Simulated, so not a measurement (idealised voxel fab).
Process module under the name voxel capacitor over wiring
This is section cut - it's 300 nm across, gridded in 5 nm square cells.
The cross-sections in this document take the form of a grid made of square cells. They are written out as bands, in order from top to bottom. Each band consists of one or more rows of cells.
Quick guide to a band line: top height, bottom height (nm) up front; then every material left to right with its width in nm. Only one material and it's marked "edge to edge"? Then it fills the band edge to edge. And "empty" just means empty space.
The level at which height equals 0 is the one under which the wafer, as it arrives, is entirely one material. No lower edge exists for the bottom band, which continues downward and is notated as in "0..down".
The two numbers in a width such as "30 to 40" mark its ends across the band: the first belongs to the top row of cells, the second to the bottom row, and from each row to the next the width moves by the same amount.
Step marked "remains unaltered"? Then no cell in the cross-section changed in it.
The list in "Unvented internal voids" covers empty spaces of 8 cells or more that cannot reach the top through any open way, and it gives each as width x height at distance; the distance is from the left edge, and width, height and distance are in nm.
Heads up: the bit after the settings on a step's line is the simulator's remark on that step.
"overlay nm", when on a step's line for a step with a mask, measures how far to the right of its planned place the mask lay; a negative measure means to the left.
Pairs follow: section before one process step, section after it down to the lowest changed band, step with settings underneath. Pairs may come from different runs of this module on the same starting wafer; continuity with the pair above only as stated in the "Before this step" entry.
Before this step
> 125..95 | 95 nm empty / 80 nm resist / 125 nm empty
> 95..85 | 95 nm empty / 5 nm resist / 70 nm aC / 5 nm resist / 125 nm empty
> 85..80 | aC edge to edge
> 80..75 | 100 nm aC / 70 nm TiN / 130 nm aC
> 75..70 | 100 nm aC / 70 nm HfO2 / 130 nm aC
> 70..60 | TiN edge to edge
> 60..40 | 100 nm lowk / 5 nm TiN / 5 nm Cu / 5 nm TiN / 185 nm lowk
> 40..35 | 100 nm SiCN / 15 nm TiN / 185 nm SiCN
> 35..30 | 85 nm SiO2 / 30 nm TiN / 65 nm SiO2 / 30 nm TiN / 90 nm SiO2
> 30..10 | W edge to edge
> 10..0 | SiO2 edge to edge
> 0..down | Si edge to edge
> Unvented internal voids: none
Sectional View, Post-Process
> 110..95 | 95 nm empty / 80 nm resist / 125 nm empty
> 95..85 | 95 nm empty / 5 nm resist / 70 nm aC / 5 nm resist / 125 nm empty
> 85..80 | 95 nm empty / 80 nm aC / 125 nm empty
> 80..75 | 95 nm empty / 5 nm aC / 70 nm TiN / 5 nm aC / 125 nm empty
> 75..70 | 95 nm empty / 5 nm aC / 70 nm HfO2 / 5 nm aC / 125 nm empty
> Under the height 70 nothing was changed.
> Unvented internal voids: none
What process step lies between the two cross-sections above? DIRECTIONAL_ETCH with etch materials aC, depth nm 15
Before this step: equal to the after panel directly above.
Sectional View, Post-Process
> 95..85 | 100 nm empty / 70 nm aC / 130 nm empty
> Under the height 85 nothing was changed.
> Unvented internal voids: none
What process step lies between the two cross-sections above? STRIP with etch materials resist
Before this step: equal to the after panel directly above.
Sectional View, Post-Process
> 95..85 | 100 nm empty / 70 nm aC / 130 nm empty
> 85..80 | 95 nm empty / 80 nm aC / 125 nm empty
> 80..75 | 95 nm empty / 5 nm aC / 70 nm TiN / 5 nm aC / 125 nm empty
> 75..70 | 95 nm empty / 5 nm aC / 70 nm HfO2 / 5 nm aC / 125 nm empty
> 70..60 | 95 nm empty / 80 nm TiN / 125 nm empty
> Under the height 60 nothing was changed.
> Unvented internal voids: none
What process step lies between the two cross-sections above? DIRECTIONAL_ETCH with etch materials TiN, depth nm 10
Before this step: equal to the after panel directly above.
Sectional View, Post-Process
> 80..75 | 100 nm empty / 70 nm TiN / 130 nm empty
> 75..70 | 100 nm empty / 70 nm HfO2 / 130 nm empty
> Under the height 70 nothing was changed.
> Unvented internal voids: none
What process step lies between the two cross-sections above? STRIP with etch materials aC
Before this step: equal to the after panel directly above.
Sectional View, Post-Process
> 95..80 | SiO2 edge to edge
> 80..75 | 100 nm SiO2 / 70 nm TiN / 130 nm SiO2
> 75..70 | 100 nm SiO2 / 70 nm HfO2 / 130 nm SiO2
> 70..60 | 95 nm SiO2 / 80 nm TiN / 125 nm SiO2
> Under the height 60 nothing was changed.
> Unvented internal voids: none
What process step lies between the two cross-sections above? FILL_DEP with material SiO2, thk nm 15
Before this step: equal to the after panel directly above.
Sectional View, Post-Process
> 90..80 | SiO2 edge to edge
> Under the height 80 nothing was changed.
> Unvented internal voids: none
What process step lies between the two cross-sections above? CMP with height nm 90
Before this step: equal to the after panel directly above.
Sectional View, Post-Process
> 90..80 | 110 nm SiO2 / 15 nm empty / 175 nm SiO2
> Under the height 80 nothing was changed.
> Unvented internal voids: none
What process step lies between the two cross-sections above? MASKED_ETCH with tone open, mask id PLUG_2, width nm 15, etch materials SiO2, depth nm 10, overlay nm 0
Before this step: equal to the after panel directly above.
Sectional View, Post-Process
> 95..90 | 115 nm TiN / 5 nm empty / 180 nm TiN
> 90..85 | 110 nm SiO2 / 5 nm TiN / 5 nm empty / 5 nm TiN / 175 nm SiO2
> 85..75 | 110 to 100 nm SiO2 / 15 to 70 nm TiN / 175 to 130 nm SiO2
> Under the height 75 nothing was changed.
> Unvented internal voids: none
What process step lies between the two cross-sections above? CONFORMAL_DEP with material TiN, thk nm 5
Before this step: equal to the after panel directly above.
Sectional View, Post-Process
> 105..95 | Ru edge to edge
> 95..90 | 115 nm TiN / 5 nm Ru / 180 nm TiN
> 90..85 | 110 nm SiO2 / 5 nm TiN / 5 nm Ru / 5 nm TiN / 175 nm SiO2
> Under the height 85 nothing was changed.
> Unvented internal voids: none
What process step lies between the two cross-sections above? FILL_DEP with material Ru, thk nm 10
Before this step: equal to the after panel directly above.
Sectional View, Post-Process
> 90..85 | 110 nm SiO2 / 5 nm TiN / 5 nm Ru / 5 nm TiN / 175 nm SiO2
> Under the height 85 nothing was changed.
> Unvented internal voids: none
What process step lies between the two cross-sections above? CMP with height nm 90
Before this step: equal to the after panel directly above.
Sectional View, Post-Process
> 95..90 | SiN edge to edge
> Under the height 90 nothing was changed.
> Unvented internal voids: none
What process step lies between the two cross-sections above? CONFORMAL_DEP with material SiN, thk nm 5
Before this step
> 75..70 | HfO2 edge to edge
> 70..60 | TiN edge to edge
> 60..40 | 100 nm lowk / 5 nm TiN / 5 nm Cu / 5 nm TiN / 185 nm lowk
> 40..35 | 100 nm SiCN / 15 nm TiN / 185 nm SiCN
> 35..15 | 85 nm SiO2 / 30 nm W / 65 nm SiO2 / 30 nm W / 90 nm SiO2
> 15..10 | 85 nm SiO2 / 30 nm TiN / 65 nm SiO2 / 30 nm TiN / 90 nm SiO2
> 10..0 | SiO2 edge to edge
> 0..down | Si edge to edge
> Unvented internal voids: none
Sectional View, Post-Process
> 90..75 | TiN edge to edge
> Under the height 75 nothing was changed.
> Unvented internal voids: none
What process step lies between the two cross-sections above? DIRECTIONAL_DEP with material TiN, thk nm 15
Before this step: equal to the after panel directly above.
Sectional View, Post-Process
> 110..90 | 100 nm empty / 70 nm resist / 130 nm empty
> Under the height 90 nothing was changed.
> Unvented internal voids: none
What process step lies between the two cross-sections above? PATTERN with tone cover, mask id UPPER_PLATE, material resist, width nm 70, thk nm 20, overlay nm 0
Before this step: equal to the after panel directly above.
Sectional View, Post-Process
> 110..90 | 100 nm empty / 70 nm resist / 130 nm empty
> 90..85 | 100 nm empty / 70 nm TiN / 130 nm empty
> Under the height 85 nothing was changed.
> Unvented internal voids: none
What process step lies between the two cross-sections above? DIRECTIONAL_ETCH with etch materials TiN, depth nm 5
Before this step: equal to the after panel directly above.
Sectional View, Post-Process
> 90..85 | 100 nm empty / 70 nm TiN / 130 nm empty
> Under the height 85 nothing was changed.
> Unvented internal voids: none
What process step lies between the two cross-sections above? STRIP with etch materials resist
Before this step: equal to the after panel directly above.
Sectional View, Post-Process
> 105..100 | 100 nm empty / 70 nm aC / 130 nm empty
> 100..90 | aC edge to edge
> 90..85 | 100 nm aC / 70 nm TiN / 130 nm aC
> Under the height 85 nothing was changed.
> Unvented internal voids: none
What process step lies between the two cross-sections above? DIRECTIONAL_DEP with material aC, thk nm 15
Before this step: equal to the after panel directly above.
Sectional View, Post-Process
> 135..105 | 95 nm empty / 80 nm resist / 125 nm empty
> 105..100 | 95 nm empty / 5 nm resist / 70 nm aC / 5 nm resist / 125 nm empty
> Under the height 100 nothing was changed.
> Unvented internal voids: none
What process step lies between the two cross-sections above? PATTERN with tone cover, mask id LOWER_PLATE, material resist, width nm 80, thk nm 30, overlay nm 0
Before this step: equal to the after panel directly above.
Sectional View, Post-Process
> 120..105 | 95 nm empty / 80 nm resist / 125 nm empty
> 105..100 | 95 nm empty / 5 nm resist / 70 nm aC / 5 nm resist / 125 nm empty
> 100..90 | 95 nm empty / 80 nm aC / 125 nm empty
> 90..85 | 95 nm empty / 5 nm aC / 70 nm TiN / 5 nm aC / 125 nm empty
> Under the height 85 nothing was changed.
> Unvented internal voids: none
What process step lies between the two cross-sections above? DIRECTIONAL_ETCH with etch materials aC, depth nm 15
Before this step: equal to the after panel directly above.
Sectional View, Post-Process
> 105..100 | 100 nm empty / 70 nm aC / 130 nm empty
> Under the height 100 nothing was changed.
> Unvented internal voids: none
What process step lies between the two cross-sections above? STRIP with etch materials resist
Before this step: equal to the after panel directly above.
Sectional View, Post-Process
> 105..100 | 100 nm empty / 70 nm aC / 130 nm empty
> 100..90 | 95 nm empty / 80 nm aC / 125 nm empty
> 90..85 | 95 nm empty / 5 nm aC / 70 nm TiN / 5 nm aC / 125 nm empty
> 85..75 | 95 nm empty / 80 nm TiN / 125 nm empty
> Under the height 75 nothing was changed.
> Unvented internal voids: none
What process step lies between the two cross-sections above? DIRECTIONAL_ETCH with etch materials TiN, depth nm 10
Before this step: equal to the after panel directly above.
Sectional View, Post-Process
> 90..85 | 100 nm empty / 70 nm TiN / 130 nm empty
> Under the height 85 nothing was changed.
> Unvented internal voids: none
What process step lies between the two cross-sections above? STRIP with etch materials aC
Before this step: equal to the after panel directly above.
Sectional View, Post-Process
> 105..90 | SiO2 edge to edge
> 90..85 | 100 nm SiO2 / 70 nm TiN / 130 nm SiO2
> 85..75 | 95 nm SiO2 / 80 nm TiN / 125 nm SiO2
> Under the height 75 nothing was changed.
> Unvented internal voids: none
What process step lies between the two cross-sections above? FILL_DEP with material SiO2, thk nm 15
Before this step: equal to the after panel directly above.
Sectional View, Post-Process
> 90..85 | 100 nm SiO2 / 70 nm TiN / 130 nm SiO2
> Under the height 85 nothing was changed.
> Unvented internal voids: none
What process step lies between the two cross-sections above? CMP with height nm 90
Before this step: equal to the after panel directly above.
Sectional View, Post-Process
> 95..90 | TiN edge to edge
> Under the height 90 nothing was changed.
> Unvented internal voids: none
What process step lies between the two cross-sections above? CONFORMAL_DEP with material TiN, thk nm 5
Before this step: equal to the after panel directly above.
Sectional View, Post-Process
> 105..95 | Ru edge to edge
> Under the height 95 nothing was changed.
> Unvented internal voids: none
What process step lies between the two cross-sections above? FILL_DEP with material Ru, thk nm 10
Before this step: equal to the after panel directly above.
Sectional View, Post-Process
> 90..85 | 100 nm SiO2 / 70 nm TiN / 130 nm SiO2
> Under the height 85 nothing was changed.
> Unvented internal voids: none
What process step lies between the two cross-sections above? CMP with height nm 90
Before this step: equal to the after panel directly above.
Sectional View, Post-Process
> 95..90 | SiN edge to edge
> Under the height 90 nothing was changed.
> Unvented internal voids: none
What process step lies between the two cross-sections above? CONFORMAL_DEP with material SiN, thk nm 5
Before this step
> 60..40 | lowk edge to edge
> 40..35 | SiCN edge to edge
> 35..15 | 85 nm SiO2 / 30 nm W / 65 nm SiO2 / 30 nm W / 90 nm SiO2
> 15..10 | 85 nm SiO2 / 30 nm TiN / 65 nm SiO2 / 30 nm TiN / 90 nm SiO2
> 10..0 | SiO2 edge to edge
> 0..down | Si edge to edge
> Unvented internal voids: none
Sectional View, Post-Process
> 80..60 | 95 nm resist / 25 nm empty / 180 nm resist
> Under the height 60 nothing was changed.
> Unvented internal voids: none
What process step lies between the two cross-sections above? PATTERN with tone open, mask id PLUG_1, material resist, width nm 25, thk nm 20, overlay nm 0
Before this step: equal to the after panel directly above.
Sectional View, Post-Process
> 80..60 | 95 nm resist / 25 nm empty / 180 nm resist
> 60..40 | 95 nm lowk / 25 nm empty / 180 nm lowk
> Under the height 40 nothing was changed.
> Unvented internal voids: none
What process step lies between the two cross-sections above? DIRECTIONAL_ETCH with etch materials lowk, depth nm 20
Before this step: equal to the after panel directly above.
Sectional View, Post-Process
> 80..60 | 95 nm resist / 25 nm empty / 180 nm resist
> 60..40 | 95 nm lowk / 25 nm empty / 180 nm lowk
> 40..35 | 95 nm SiCN / 25 nm empty / 180 nm SiCN
> Under the height 35 nothing was changed.
> Unvented internal voids: none
What process step lies between the two cross-sections above? DIRECTIONAL_ETCH with etch materials SiCN, depth nm 5
Before this step: equal to the after panel directly above.
Sectional View, Post-Process
> 60..40 | 95 nm lowk / 25 nm empty / 180 nm lowk
> Under the height 40 nothing was changed.
> Unvented internal voids: none
What process step lies between the two cross-sections above? STRIP with etch materials resist
Before this step: equal to the after panel directly above.
Sectional View, Post-Process
> 65..60 | 100 nm TiN / 15 nm empty / 185 nm TiN
> 60..40 | 95 nm lowk / 5 nm TiN / 15 nm empty / 5 nm TiN / 180 nm lowk
> 40..35 | 95 nm SiCN / 25 nm TiN / 180 nm SiCN
> Under the height 35 nothing was changed.
> Unvented internal voids: none
What process step lies between the two cross-sections above? CONFORMAL_DEP with material TiN, thk nm 5
Before this step: equal to the after panel directly above.
Sectional View, Post-Process
> 70..65 | Cu edge to edge
> 65..60 | 100 nm TiN / 15 nm Cu / 185 nm TiN
> 60..40 | 95 nm lowk / 5 nm TiN / 15 nm Cu / 5 nm TiN / 180 nm lowk
> Under the height 40 nothing was changed.
> Unvented internal voids: none
What process step lies between the two cross-sections above? FILL_DEP with material Cu, thk nm 5
Before this step: equal to the after panel directly above.
Sectional View, Post-Process
> 60..40 | 95 nm lowk / 5 nm TiN / 15 nm Cu / 5 nm TiN / 180 nm lowk
> Under the height 40 nothing was changed.
> Unvented internal voids: none
What process step lies between the two cross-sections above? CMP with height nm 60
Before this step: equal to the after panel directly above.
Sectional View, Post-Process
> 70..60 | TiN edge to edge
> Under the height 60 nothing was changed.
> Unvented internal voids: none
What process step lies between the two cross-sections above? DIRECTIONAL_DEP with material TiN, thk nm 10
Before this step: equal to the after panel directly above.
Sectional View, Post-Process
> 75..70 | HfO2 edge to edge
> Under the height 70 nothing was changed.
> Unvented internal voids: none
What process step lies between the two cross-sections above? DIRECTIONAL_DEP with material HfO2, thk nm 5
Before this step: equal to the after panel directly above.
Sectional View, Post-Process
> 80..75 | TiN edge to edge
> Under the height 75 nothing was changed.
> Unvented internal voids: none
What process step lies between the two cross-sections above? DIRECTIONAL_DEP with material TiN, thk nm 5
Before this step: equal to the after panel directly above.
Sectional View, Post-Process
> 100..80 | 100 nm empty / 70 nm resist / 130 nm empty
> Under the height 80 nothing was changed.
> Unvented internal voids: none
What process step lies between the two cross-sections above? PATTERN with tone cover, mask id UPPER_PLATE, material resist, width nm 70, thk nm 20, overlay nm 0
Before this step: equal to the after panel directly above.
Sectional View, Post-Process
> 100..80 | 100 nm empty / 70 nm resist / 130 nm empty
> 80..75 | 100 nm empty / 70 nm TiN / 130 nm empty
> Under the height 75 nothing was changed.
> Unvented internal voids: none
What process step lies between the two cross-sections above? DIRECTIONAL_ETCH with etch materials TiN, depth nm 5
Before this step: equal to the after panel directly above.
Sectional View, Post-Process
> 100..80 | 100 nm empty / 70 nm resist / 130 nm empty
> 80..75 | 100 nm empty / 70 nm TiN / 130 nm empty
> 75..70 | 100 nm empty / 70 nm HfO2 / 130 nm empty
> Under the height 70 nothing was changed.
> Unvented internal voids: none
What process step lies between the two cross-sections above? DIRECTIONAL_ETCH with etch materials HfO2, depth nm 5
Before this step: equal to the after panel directly above.
Sectional View, Post-Process
> 80..75 | 100 nm empty / 70 nm TiN / 130 nm empty
> Under the height 75 nothing was changed.
> Unvented internal voids: none
What process step lies between the two cross-sections above? STRIP with etch materials resist
Before this step: equal to the after panel directly above.
Sectional View, Post-Process
> 95..85 | 100 nm empty / 70 nm aC / 130 nm empty
> 85..80 | aC edge to edge
> 80..75 | 100 nm aC / 70 nm TiN / 130 nm aC
> 75..70 | 100 nm aC / 70 nm HfO2 / 130 nm aC
> Under the height 70 nothing was changed.
> Unvented internal voids: none
What process step lies between the two cross-sections above? DIRECTIONAL_DEP with material aC, thk nm 15
Before this step: equal to the after panel directly above.
Sectional View, Post-Process
> 125..95 | 95 nm empty / 80 nm resist / 125 nm empty
> 95..85 | 95 nm empty / 5 nm resist / 70 nm aC / 5 nm resist / 125 nm empty
> Under the height 85 nothing was changed.
> Unvented internal voids: none
What process step lies between the two cross-sections above? PATTERN with tone cover, mask id LOWER_PLATE, material resist, width nm 80, thk nm 30, overlay nm 0
Before this step: equal to the after panel directly above.
Sectional View, Post-Process
> 110..95 | 95 nm empty / 80 nm resist / 125 nm empty
> 95..85 | 95 nm empty / 5 nm resist / 70 nm aC / 5 nm resist / 125 nm empty
> 85..80 | 95 nm empty / 80 nm aC / 125 nm empty
> 80..75 | 95 nm empty / 5 nm aC / 70 nm TiN / 5 nm aC / 125 nm empty
> 75..70 | 95 nm empty / 5 nm aC / 70 nm HfO2 / 5 nm aC / 125 nm empty
> Under the height 70 nothing was changed.
> Unvented internal voids: none
What process step lies between the two cross-sections above? DIRECTIONAL_ETCH with etch materials aC, depth nm 15
Before this step: equal to the after panel directly above.
Sectional View, Post-Process
> 95..85 | 100 nm empty / 70 nm aC / 130 nm empty
> Under the height 85 nothing was changed.
> Unvented internal voids: none
What process step lies between the two cross-sections above? STRIP with etch materials resist
Before this step: equal to the after panel directly above.
Sectional View, Post-Process
> 95..85 | 100 nm empty / 70 nm aC / 130 nm empty
> 85..80 | 95 nm empty / 80 nm aC / 125 nm empty
> 80..75 | 95 nm empty / 5 nm aC / 70 nm TiN / 5 nm aC / 125 nm empty
> 75..70 | 95 nm empty / 5 nm aC / 70 nm HfO2 / 5 nm aC / 125 nm empty
> 70..60 | 95 nm empty / 80 nm TiN / 125 nm empty
> Under the height 60 nothing was changed.
> Unvented internal voids: none
What process step lies between the two cross-sections above? DIRECTIONAL_ETCH with etch materials TiN, depth nm 10
Before this step: equal to the after panel directly above.
Sectional View, Post-Process
> 80..75 | 100 nm empty / 70 nm TiN / 130 nm empty
> 75..70 | 100 nm empty / 70 nm HfO2 / 130 nm empty
> Under the height 70 nothing was changed.
> Unvented internal voids: none
What process step lies between the two cross-sections above? STRIP with etch materials aC
Before this step: equal to the after panel directly above.
Sectional View, Post-Process
> 95..80 | SiO2 edge to edge
> 80..75 | 100 nm SiO2 / 70 nm TiN / 130 nm SiO2
> 75..70 | 100 nm SiO2 / 70 nm HfO2 / 130 nm SiO2
> 70..60 | 95 nm SiO2 / 80 nm TiN / 125 nm SiO2
> Under the height 60 nothing was changed.
> Unvented internal voids: none
What process step lies between the two cross-sections above? FILL_DEP with material SiO2, thk nm 15
Before this step: equal to the after panel directly above.
Sectional View, Post-Process
> 90..80 | SiO2 edge to edge
> Under the height 80 nothing was changed.
> Unvented internal voids: none
What process step lies between the two cross-sections above? CMP with height nm 90
Before this step: equal to the after panel directly above.
Sectional View, Post-Process
> 90..80 | 110 nm SiO2 / 15 nm empty / 175 nm SiO2
> Under the height 80 nothing was changed.
> Unvented internal voids: none
What process step lies between the two cross-sections above? MASKED_ETCH with tone open, mask id PLUG_2, width nm 15, etch materials SiO2, depth nm 10, overlay nm 0
Before this step: equal to the after panel directly above.
Sectional View, Post-Process
> 95..90 | 115 nm TiN / 5 nm empty / 180 nm TiN
> 90..85 | 110 nm SiO2 / 5 nm TiN / 5 nm empty / 5 nm TiN / 175 nm SiO2
> 85..75 | 110 to 100 nm SiO2 / 15 to 70 nm TiN / 175 to 130 nm SiO2
> Under the height 75 nothing was changed.
> Unvented internal voids: none
What process step lies between the two cross-sections above? CONFORMAL_DEP with material TiN, thk nm 5
Before this step: equal to the after panel directly above.
Sectional View, Post-Process
> 105..95 | Ru edge to edge
> 95..90 | 115 nm TiN / 5 nm Ru / 180 nm TiN
> 90..85 | 110 nm SiO2 / 5 nm TiN / 5 nm Ru / 5 nm TiN / 175 nm SiO2
> Under the height 85 nothing was changed.
> Unvented internal voids: none
What process step lies between the two cross-sections above? FILL_DEP with material Ru, thk nm 10
Before this step: equal to the after panel directly above.
Sectional View, Post-Process
> 90..85 | 110 nm SiO2 / 5 nm TiN / 5 nm Ru / 5 nm TiN / 175 nm SiO2
> Under the height 85 nothing was changed.
> Unvented internal voids: none
What process step lies between the two cross-sections above? CMP with height nm 90
Before this step: equal to the after panel directly above.
Sectional View, Post-Process
> 95..90 | SiN edge to edge
> Under the height 90 nothing was changed.
> Unvented internal voids: none
What process step lies between the two cross-sections above? CONFORMAL_DEP with material SiN, thk nm 5
Before this step
> 60..40 | lowk edge to edge
> 40..35 | SiCN edge to edge
> 35..15 | 85 nm SiO2 / 30 nm W / 65 nm SiO2 / 30 nm W / 90 nm SiO2
> 15..10 | 85 nm SiO2 / 30 nm TiN / 65 nm SiO2 / 30 nm TiN / 90 nm SiO2
> 10..0 | SiO2 edge to edge
> 0..down | Si edge to edge
> Unvented internal voids: none
Sectional View, Post-Process
> 80..60 | 95 nm resist / 15 nm empty / 190 nm resist
> Under the height 60 nothing was changed.
> Unvented internal voids: none
What process step lies between the two cross-sections above? PATTERN with tone open, mask id PLUG_1, material resist, width nm 15, thk nm 20, overlay nm -5
Before this step: equal to the after panel directly above.
Sectional View, Post-Process
> 80..60 | 95 nm resist / 15 nm empty / 190 nm resist
> 60..40 | 95 nm lowk / 15 nm empty / 190 nm lowk
> Under the height 40 nothing was changed.
> Unvented internal voids: none
What process step lies between the two cross-sections above? DIRECTIONAL_ETCH with etch materials lowk, depth nm 20
Before this step: equal to the after panel directly above.
Sectional View, Post-Process
> 80..60 | 95 nm resist / 15 nm empty / 190 nm resist
> 60..40 | 95 nm lowk / 15 nm empty / 190 nm lowk
> 40..35 | 95 nm SiCN / 15 nm empty / 190 nm SiCN
> Under the height 35 nothing was changed.
> Unvented internal voids: none
What process step lies between the two cross-sections above? DIRECTIONAL_ETCH with etch materials SiCN, depth nm 5
Before this step: equal to the after panel directly above.
Sectional View, Post-Process
> 60..40 | 95 nm lowk / 15 nm empty / 190 nm lowk
> Under the height 40 nothing was changed.
> Unvented internal voids: none
What process step lies between the two cross-sections above? STRIP with etch materials resist
Before this step: equal to the after panel directly above.
Sectional View, Post-Process
> 65..60 | 100 nm TiN / 5 nm empty / 195 nm TiN
> 60..40 | 95 nm lowk / 5 nm TiN / 5 nm empty / 5 nm TiN / 190 nm lowk
> 40..35 | 95 nm SiCN / 15 nm TiN / 190 nm SiCN
> Under the height 35 nothing was changed.
> Unvented internal voids: none
What process step lies between the two cross-sections above? CONFORMAL_DEP with material TiN, thk nm 5
Before this step: equal to the after panel directly above.
Sectional View, Post-Process
> 70..65 | Cu edge to edge
> 65..60 | 100 nm TiN / 5 nm Cu / 195 nm TiN
> 60..40 | 95 nm lowk / 5 nm TiN / 5 nm Cu / 5 nm TiN / 190 nm lowk
> Under the height 40 nothing was changed.
> Unvented internal voids: none
What process step lies between the two cross-sections above? FILL_DEP with material Cu, thk nm 5
Before this step: equal to the after panel directly above.
Sectional View, Post-Process
> 60..40 | 95 nm lowk / 5 nm TiN / 5 nm Cu / 5 nm TiN / 190 nm lowk
> Under the height 40 nothing was changed.
> Unvented internal voids: none
What process step lies between the two cross-sections above? CMP with height nm 60
Before this step: equal to the after panel directly above.
Sectional View, Post-Process
> 70..60 | TiN edge to edge
> Under the height 60 nothing was changed.
> Unvented internal voids: none
What process step lies between the two cross-sections above? DIRECTIONAL_DEP with material TiN, thk nm 10
Before this step: equal to the after panel directly above.
Sectional View, Post-Process
> 75..70 | HfO2 edge to edge
> Under the height 70 nothing was changed.
> Unvented internal voids: none
What process step lies between the two cross-sections above? DIRECTIONAL_DEP with material HfO2, thk nm 5
Before this step: equal to the after panel directly above.
Sectional View, Post-Process
> 80..75 | TiN edge to edge
> Under the height 75 nothing was changed.
> Unvented internal voids: none
What process step lies between the two cross-sections above? DIRECTIONAL_DEP with material TiN, thk nm 5
Before this step: equal to the after panel directly above.
Sectional View, Post-Process
> 100..80 | 100 nm empty / 70 nm resist / 130 nm empty
> Under the height 80 nothing was changed.
> Unvented internal voids: none
What process step lies between the two cross-sections above? PATTERN with tone cover, mask id UPPER_PLATE, material resist, width nm 70, thk nm 20, overlay nm 0
Before this step: equal to the after panel directly above.
Sectional View, Post-Process
> 100..80 | 100 nm empty / 70 nm resist / 130 nm empty
> 80..75 | 100 nm empty / 70 nm TiN / 130 nm empty
> Under the height 75 nothing was changed.
> Unvented internal voids: none
What process step lies between the two cross-sections above? DIRECTIONAL_ETCH with etch materials TiN, depth nm 5
Before this step: equal to the after panel directly above.
Sectional View, Post-Process
> 100..80 | 100 nm empty / 70 nm resist / 130 nm empty
> 80..75 | 100 nm empty / 70 nm TiN / 130 nm empty
> 75..70 | 100 nm empty / 70 nm HfO2 / 130 nm empty
> Under the height 70 nothing was changed.
> Unvented internal voids: none
What process step lies between the two cross-sections above? DIRECTIONAL_ETCH with etch materials HfO2, depth nm 5
Before this step: equal to the after panel directly above.
Sectional View, Post-Process
> 80..75 | 100 nm empty / 70 nm TiN / 130 nm empty
> Under the height 75 nothing was changed.
> Unvented internal voids: none
What process step lies between the two cross-sections above? STRIP with etch materials resist
Before this step: equal to the after panel directly above.
Sectional View, Post-Process
> 95..85 | 100 nm empty / 70 nm aC / 130 nm empty
> 85..80 | aC edge to edge
> 80..75 | 100 nm aC / 70 nm TiN / 130 nm aC
> 75..70 | 100 nm aC / 70 nm HfO2 / 130 nm aC
> Under the height 70 nothing was changed.
> Unvented internal voids: none
What process step lies between the two cross-sections above? DIRECTIONAL_DEP with material aC, thk nm 15
Before this step: equal to the after panel directly above.
Sectional View, Post-Process
> 125..95 | 95 nm empty / 80 nm resist / 125 nm empty
> 95..85 | 95 nm empty / 5 nm resist / 70 nm aC / 5 nm resist / 125 nm empty
> Under the height 85 nothing was changed.
> Unvented internal voids: none
What process step lies between the two cross-sections above? PATTERN with tone cover, mask id LOWER_PLATE, material resist, width nm 80, thk nm 30, overlay nm 0
Before this step: equal to the after panel directly above.
Sectional View, Post-Process
> 110..95 | 95 nm empty / 80 nm resist / 125 nm empty
> 95..85 | 95 nm empty / 5 nm resist / 70 nm aC / 5 nm resist / 125 nm empty
> 85..80 | 95 nm empty / 80 nm aC / 125 nm empty
> 80..75 | 95 nm empty / 5 nm aC / 70 nm TiN / 5 nm aC / 125 nm empty
> 75..70 | 95 nm empty / 5 nm aC / 70 nm HfO2 / 5 nm aC / 125 nm empty
> Under the height 70 nothing was changed.
> Unvented internal voids: none
What process step lies between the two cross-sections above? DIRECTIONAL_ETCH with etch materials aC, depth nm 15
Before this step: equal to the after panel directly above.
Sectional View, Post-Process
> 95..85 | 100 nm empty / 70 nm aC / 130 nm empty
> Under the height 85 nothing was changed.
> Unvented internal voids: none
What process step lies between the two cross-sections above? STRIP with etch materials resist
Before this step: equal to the after panel directly above.
Sectional View, Post-Process
> 95..85 | 100 nm empty / 70 nm aC / 130 nm empty
> 85..80 | 95 nm empty / 80 nm aC / 125 nm empty
> 80..75 | 95 nm empty / 5 nm aC / 70 nm TiN / 5 nm aC / 125 nm empty
> 75..70 | 95 nm empty / 5 nm aC / 70 nm HfO2 / 5 nm aC / 125 nm empty
> 70..60 | 95 nm empty / 80 nm TiN / 125 nm empty
> Under the height 60 nothing was changed.
> Unvented internal voids: none
What process step lies between the two cross-sections above? DIRECTIONAL_ETCH with etch materials TiN, depth nm 10
Before this step: equal to the after panel directly above.
Sectional View, Post-Process
> 80..75 | 100 nm empty / 70 nm TiN / 130 nm empty
> 75..70 | 100 nm empty / 70 nm HfO2 / 130 nm empty
> Under the height 70 nothing was changed.
> Unvented internal voids: none
What process step lies between the two cross-sections above? STRIP with etch materials aC
Before this step: equal to the after panel directly above.
Sectional View, Post-Process
> 95..80 | SiO2 edge to edge
> 80..75 | 100 nm SiO2 / 70 nm TiN / 130 nm SiO2
> 75..70 | 100 nm SiO2 / 70 nm HfO2 / 130 nm SiO2
> 70..60 | 95 nm SiO2 / 80 nm TiN / 125 nm SiO2
> Under the height 60 nothing was changed.
> Unvented internal voids: none
What process step lies between the two cross-sections above? FILL_DEP with material SiO2, thk nm 15
Before this step: equal to the after panel directly above.
Sectional View, Post-Process
> 90..80 | SiO2 edge to edge
> Under the height 80 nothing was changed.
> Unvented internal voids: none
What process step lies between the two cross-sections above? CMP with height nm 90
Before this step: equal to the after panel directly above.
Sectional View, Post-Process
> 90..80 | 110 nm SiO2 / 15 nm empty / 175 nm SiO2
> Under the height 80 nothing was changed.
> Unvented internal voids: none
What process step lies between the two cross-sections above? MASKED_ETCH with tone open, mask id PLUG_2, width nm 15, etch materials SiO2, depth nm 10, overlay nm 0
Before this step: equal to the after panel directly above.
Sectional View, Post-Process
> 95..90 | 115 nm TiN / 5 nm empty / 180 nm TiN
> 90..85 | 110 nm SiO2 / 5 nm TiN / 5 nm empty / 5 nm TiN / 175 nm SiO2
> 85..75 | 110 to 100 nm SiO2 / 15 to 70 nm TiN / 175 to 130 nm SiO2
> Under the height 75 nothing was changed.
> Unvented internal voids: none
What process step lies between the two cross-sections above? CONFORMAL_DEP with material TiN, thk nm 5
Before this step: equal to the after panel directly above.
Sectional View, Post-Process
> 105..95 | Ru edge to edge
> 95..90 | 115 nm TiN / 5 nm Ru / 180 nm TiN
> 90..85 | 110 nm SiO2 / 5 nm TiN / 5 nm Ru / 5 nm TiN / 175 nm SiO2
> Under the height 85 nothing was changed.
> Unvented internal voids: none
What process step lies between the two cross-sections above? FILL_DEP with material Ru, thk nm 10
Before this step: equal to the after panel directly above.
Sectional View, Post-Process
> 90..85 | 110 nm SiO2 / 5 nm TiN / 5 nm Ru / 5 nm TiN / 175 nm SiO2
> Under the height 85 nothing was changed.
> Unvented internal voids: none
What process step lies between the two cross-sections above? CMP with height nm 90
Before this step: equal to the after panel directly above.
Sectional View, Post-Process
> 95..90 | SiN edge to edge
> Under the height 90 nothing was changed.
> Unvented internal voids: none
What process step lies between the two cross-sections above? CONFORMAL_DEP with material SiN, thk nm 5
